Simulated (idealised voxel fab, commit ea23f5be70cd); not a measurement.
process module | voxel fin reveal
cross-section cut | 205 nm wide | cells 5 nm
A cross-section is a grid of square cells, given in bands from the top down. A band is one or more rows of cells.
Each band's line starts with the height of the band's top and of its bottom, in nm. Then come its materials from left to right, each with its width in nm. One material with "throughout" fills the band from edge to edge. "air" is empty space.
Height 0 is the level under which the wafer as received is all one material. The lowest band goes on downwards, as in "0 down".
A width such as "30 to 40" changes by the same amount from each row of cells to the next, from the band's top row to its bottom row.
"no change" after a step means that no cell of the cross-section changed.
closed voids: empty space of 8 cells or more with no open way to the top, each as width x height at its distance from the left edge, in nm
after a step's settings: what the simulator itself notes on the step
overlay nm, on a step with a mask: how far to the right of its planned place the mask lay; to the left if negative
plan
1 op RECEIVE | material Si
2 op CONFORMAL_DEP | material SiN | thk nm 5
3 op DIRECTIONAL_DEP | material aC | thk nm 10
4 op PATTERN | tone cover | mask id FINS | material resist | width nm 15 | pitch nm 40 | thk nm 25 | overlay nm 0
5 op DIRECTIONAL_ETCH | etch materials aC | depth nm 10
6 op STRIP | etch materials resist
7 op DIRECTIONAL_ETCH | etch materials SiN | depth nm 5
8 op DIRECTIONAL_ETCH | etch materials Si | depth nm 35
9 op STRIP | etch materials aC
10 op OXIDIZE | depth nm 5
11 op FILL_DEP | material SiO2 | thk nm 5
12 op CMP | height nm 5
13 op SELECTIVE_ETCH | etch materials SiO2 | depth nm 15
14 op STRIP | etch materials SiN
15 op CONFORMAL_DEP | material SiO2 | thk nm 5
as received, after step 1
  0 down: Si throughout
  closed voids: none
a wafer at the end: this start, this plan, one mistake
  5 to 0: air 35 | SiO2 15 | air 25 | SiO2 15 | air 25 | SiO2 15 | air 25 | SiO2 15 | air 35
  0 to -5: air 35 | SiO2 5 | Si 5 | SiO2 5 | air 25 | SiO2 5 | Si 5 | SiO2 5 | air 25 | SiO2 5 | Si 5 | SiO2 5 | air 25 | SiO2 5 | Si 5 | SiO2 5 | air 35
  -5 to -30: SiO2 40 | Si 5 | SiO2 35 | Si 5 | SiO2 35 | Si 5 | SiO2 35 | Si 5 | SiO2 40
  -30 down: Si throughout
  closed voids: none
what went wrong: step 8 ran as: op DIRECTIONAL_ETCH | etch materials Si | depth nm 25
